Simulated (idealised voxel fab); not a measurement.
Presented below is a process module, voxel gate over fins.
Square cells of 5 nm make up the cross-section cut, whose width is 300 nm.
We lay out every cross-section as a grid of square cells and spell it out in bands from the top down, where one band means one or more rows of cells. Heads up on the band format: heights come first, top then bottom, in nm. After that it's the materials left to right, each with its width in nm. A single material flagged "everywhere" fills the whole band edge to edge, and "empty" means there's empty space there. Below 0: as-received wafer, all one material; heights counted from there. Lowest band: no bottom, goes on down, written "0..down". Per-row width for "30..40": begins at first number (top row of band), ends at second number (bottom row), increment between rows held constant. You'll sometimes find "remains unaltered" written for a step, and that's the way of saying that nowhere in the cross-section did a cell change during that step. Listed in "Closed internal voids": every empty space of 8 or more cells without an open way to the top. Form: width x height at distance, the distance being from the left edge, all in nm. What comes after the settings on a step's line is commentary from the simulator itself on that step. A step line may carry the setting "overlay nm", which, for steps involving a mask, states the distance by which the mask lay to the right of its intended position; negative values denote displacement to the left.

LIST OF PLANNED PROCESS STEPS
| 1 | RECEIVE [material Si] |
| 2 | CONFORMAL_DEP [material SiN] [thk nm 10] |
| 3 | DIRECTIONAL_DEP [material aC] [thk nm 15] |
| 4 | PATTERN [tone cover] [mask id FINS] [material resist] [width nm 15] [pitch nm 40] [thk nm 35] [overlay nm 0] |
| 5 | DIRECTIONAL_ETCH [etch materials aC] [depth nm 15] |
| 6 | STRIP [etch materials resist] |
| 7 | DIRECTIONAL_ETCH [etch materials SiN] [depth nm 10] |
| 8 | DIRECTIONAL_ETCH [etch materials Si] [depth nm 30] |
| 9 | STRIP [etch materials aC] |
| 10 | OXIDIZE [depth nm 5] |
| 11 | FILL_DEP [material SiO2] [thk nm 5] |
| 12 | CMP [height nm 10] |
| 13 | SELECTIVE_ETCH [etch materials SiO2] [depth nm 25] |
| 14 | STRIP [etch materials SiN] |
| 15 | CONFORMAL_DEP [material HfO2] [thk nm 5] |
| 16 | CONFORMAL_DEP [material TiN] [thk nm 5] |
| 17 | FILL_DEP [material W] [thk nm 15] |
| 18 | CMP [height nm 20] |
| 19 | CONFORMAL_DEP [material SiCN] [thk nm 10] |

AS RECEIVED (POST STEP 1): CROSS-SECTION
    0..down  Si everywhere
    Closed internal voids: none

FIRST WAFER OF TWO, SECTIONED AT END OF MODULE; RUN WENT PER PLAN
    30..20  SiCN everywhere
    20..10  W everywhere
    10..5  W 95 nm; TiN 25 nm; W 15 nm; TiN 25 nm; W 15 nm; TiN 25 nm; W 100 nm
    5..0  W 95 nm; TiN 5 nm; HfO2 15 nm; TiN 5 nm; W 15 nm; TiN 5 nm; HfO2 15 nm; TiN 5 nm; W 15 nm; TiN 5 nm; HfO2 15 nm; TiN 5 nm; W 100 nm
    0..-5  W 95 nm; TiN 5 nm; HfO2 5 nm; Si 5 nm; HfO2 5 nm; TiN 5 nm; W 15 nm; TiN 5 nm; HfO2 5 nm; Si 5 nm; HfO2 5 nm; TiN 5 nm; W 15 nm; TiN 5 nm; HfO2 5 nm; Si 5 nm; HfO2 5 nm; TiN 5 nm; W 100 nm
    -5..-10  TiN 100 nm; HfO2 5 nm; Si 5 nm; HfO2 5 nm; TiN 25 nm; HfO2 5 nm; Si 5 nm; HfO2 5 nm; TiN 25 nm; HfO2 5 nm; Si 5 nm; HfO2 5 nm; TiN 105 nm
    -10..-15  HfO2 105 nm; Si 5 nm; HfO2 35 nm; Si 5 nm; HfO2 35 nm; Si 5 nm; HfO2 110 nm
    -15..-35  SiO2 105 nm; Si 5 nm; SiO2 35 nm; Si 5 nm; SiO2 35 nm; Si 5 nm; SiO2 110 nm
    -35..down  Si everywhere
    Closed internal voids: none

WAFER TWO CROSS-SECTION, MODULE END. START AND PLAN UNCHANGED FROM WAFER ONE; ONE MISTAKE MADE DURING THE RUN
    30..20  SiCN everywhere
    20..5  W everywhere
    5..0  W 100 nm; TiN 15 nm; W 25 nm; TiN 15 nm; W 25 nm; TiN 15 nm; W 105 nm
    0..-10  W 100 nm; TiN 5 nm; Si 5 nm; TiN 5 nm; W 25 nm; TiN 5 nm; Si 5 nm; TiN 5 nm; W 25 nm; TiN 5 nm; Si 5 nm; TiN 5 nm; W 105 nm
    -10..-15  TiN 105 nm; Si 5 nm; TiN 35 nm; Si 5 nm; TiN 35 nm; Si 5 nm; TiN 110 nm
    -15..-35  SiO2 105 nm; Si 5 nm; SiO2 35 nm; Si 5 nm; SiO2 35 nm; Si 5 nm; SiO2 110 nm
    -35..down  Si everywhere
    Closed internal voids: none
Misprocessing identified: plan step 15 never ran because it was skipped
In the final state, the cell counts of the second wafer exceed or fall short of those of the first for the following materials: HfO2: 78 fewer; W: 78 more
